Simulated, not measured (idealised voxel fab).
Module name: voxel capacitor over wiring (process module)
185 nm wide, 5 nm square cells: that's cross-section cut.
A cross-section is written here as square cells arranged in a grid, and it is given in bands from the top down, each band taking up one or more rows of cells.
Quick guide to a band line: top height, bottom height (nm) up front; then every material left to right with its width in nm. Only one material and it's marked "edge to edge"? Then it fills the band edge to edge. And "air" just means empty space.
Where do heights start? At 0: under that level the wafer as delivered is made of one material only. And the lowest band has no floor; it just carries on downward, as in "top 0, no bottom".
A two-number width, for instance "30 to 40", indicates that the width is equal to the first number in the top row of the band and to the second number in the bottom row, and that it changes by a constant amount per row of cells.
When a step is marked "all unchanged", none of the cells in the cross-section changed during that step.
Enclosed voids (no open way to top), threshold 8 cells or more, entry "Cavities, closed", notation width x height at distance, distance from left edge, nm.
On a step's line, text after the settings is the simulator commenting on that step.
The optional step-line setting "overlay nm" applies to steps with a mask and quantifies how far to the right of its planned location the mask lay, a negative value indicating leftward placement.

Process steps (planned)
1) RECEIVE, material Si
2) CONFORMAL_DEP, material SiO2, thk nm 10
3) DIRECTIONAL_DEP, material TiN, thk nm 5
4) DIRECTIONAL_DEP, material Ru, thk nm 15
5) PATTERN, tone cover, mask id METAL_1, material resist, width nm 20, pitch nm 80, thk nm 15, overlay nm 0
6) DIRECTIONAL_ETCH, etch materials Ru, depth nm 15
7) DIRECTIONAL_ETCH, etch materials TiN, depth nm 5
8) STRIP, etch materials resist
9) FILL_DEP, material lowk, thk nm 10
10) CMP, height nm 30
11) CONFORMAL_DEP, material SiCN, thk nm 5
12) DIRECTIONAL_DEP, material SiO2, thk nm 10
13) DIRECTIONAL_DEP, material aC, thk nm 10
14) PATTERN, tone open, mask id PLUG_1, material resist, width nm 15, thk nm 30, overlay nm 0
15) DIRECTIONAL_ETCH, etch materials aC, depth nm 10
16) STRIP, etch materials resist
17) DIRECTIONAL_ETCH, etch materials SiO2, depth nm 10
18) DIRECTIONAL_ETCH, etch materials SiCN, depth nm 5
19) STRIP, etch materials aC
20) EPI, material Ru, thk nm 10
21) EPI, material Ru, thk nm 5
22) DIRECTIONAL_DEP, material TiN, thk nm 5
23) DIRECTIONAL_DEP, material SiN, thk nm 5
24) DIRECTIONAL_DEP, material TiN, thk nm 10
25) DIRECTIONAL_DEP, material aC, thk nm 15
26) PATTERN, tone cover, mask id UPPER_PLATE, material resist, width nm 65, thk nm 30, overlay nm 0
27) DIRECTIONAL_ETCH, etch materials aC, depth nm 15
28) STRIP, etch materials resist
29) DIRECTIONAL_ETCH, etch materials TiN, depth nm 10
30) DIRECTIONAL_ETCH, etch materials SiN, depth nm 5
31) STRIP, etch materials aC
32) PATTERN, tone cover, mask id LOWER_PLATE, material resist, width nm 75, thk nm 15, overlay nm -15
33) DIRECTIONAL_ETCH, etch materials TiN, depth nm 5
34) STRIP, etch materials resist
35) FILL_DEP, material SiO2, thk nm 20
36) CMP, height nm 80
37) PATTERN, tone open, mask id PLUG_2, material resist, width nm 15, thk nm 15, overlay nm 0
38) DIRECTIONAL_ETCH, etch materials SiO2, depth nm 15
39) STRIP, etch materials resist
40) CONFORMAL_DEP, material TiN, thk nm 5
41) FILL_DEP, material W, thk nm 5
42) CMP, height nm 80
43) CONFORMAL_DEP, material SiN, thk nm 5
The plan's step 32 overlay nm is the first wafer's value; the wafers differ in this setting and start identical.

Step 1 complete: as-received cross-section of the first of several wafers
	top 0, no bottom = Si edge to edge
	Cavities, closed: none

End of module, by wafer: material-by-material cell gain (+) or loss (-) since receipt, then closed voids
overlay nm -15; +33 Ru; +34 SiCN; +50 SiN; +338 SiO2; +56 TiN; +2 W; +116 lowk; Cavities, closed: none
overlay nm -10; +33 Ru; +34 SiCN; +50 SiN; +338 SiO2; +56 TiN; +2 W; +116 lowk; Cavities, closed: none
overlay nm -5; +33 Ru; +34 SiCN; +50 SiN; +338 SiO2; +56 TiN; +2 W; +116 lowk; Cavities, closed: none
overlay nm 0; +33 Ru; +34 SiCN; +50 SiN; +338 SiO2; +56 TiN; +2 W; +116 lowk; Cavities, closed: none
overlay nm 5; +33 Ru; +34 SiCN; +50 SiN; +338 SiO2; +56 TiN; +2 W; +116 lowk; Cavities, closed: none
overlay nm 10; +33 Ru; +34 SiCN; +50 SiN; +338 SiO2; +56 TiN; +2 W; +116 lowk; Cavities, closed: none
overlay nm 15; +33 Ru; +34 SiCN; +50 SiN; +338 SiO2; +56 TiN; +2 W; +116 lowk; Cavities, closed: none
